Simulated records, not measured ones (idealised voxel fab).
process module | voxel plated lines
cross-section cut | 140 nm wide | cells 5 nm
A cross-section is a grid of square cells, given in bands from the top down. A band is one or more rows of cells.
Each band's line starts with the height of the band's top and of its bottom, in nm. Then come its materials from left to right, each with its width in nm. One material with "throughout" fills the band from edge to edge. "air" is empty space.
Height 0 is the level under which the wafer as received is all one material. The lowest band goes on downwards, as in "0 down".
A width such as "30 to 40" changes by the same amount from each row of cells to the next, from the band's top row to its bottom row.
"no change" after a step means that no cell of the cross-section changed.
closed voids: empty space of 8 cells or more with no open way to the top, each as width x height at its distance from the left edge, in nm
after a step's settings: what the simulator itself notes on the step
overlay nm, on a step with a mask: how far to the right of its planned place the mask lay; to the left if negative
plan
1 op RECEIVE | material Si
2 op CONFORMAL_DEP | material Al2O3 | thk nm 5
3 op DIRECTIONAL_DEP | material TiN | thk nm 5
4 op PATTERN | tone open | mask id LINES | material resist | width nm 20 | pitch nm 35 | thk nm 15 | overlay nm 0
5 op EPI | material Ru | thk nm 5
6 op STRIP | etch materials resist
7 op DIRECTIONAL_ETCH | etch materials TiN | depth nm 5
8 op CONFORMAL_DEP | material SiCN | thk nm 10
as received, after step 1
  0 down: Si throughout
  closed voids: none
a wafer at the end: this start, this plan, one mistake
  25 to 15: air 10 | SiCN 110 | air 20
  15 to 10: SiCN 20 | Ru 20 | SiCN 15 | Ru 20 | SiCN 15 | Ru 20 | SiCN 30
  10 to 5: SiCN 20 | TiN 20 | SiCN 15 | TiN 20 | SiCN 15 | TiN 20 | SiCN 30
  5 to 0: Al2O3 throughout
  0 down: Si throughout
  closed voids: none
what went wrong: step 4 ran as: op PATTERN | tone open | mask id LINES | material resist | width nm 20 | pitch nm 35 | thk nm 15 | overlay nm -5
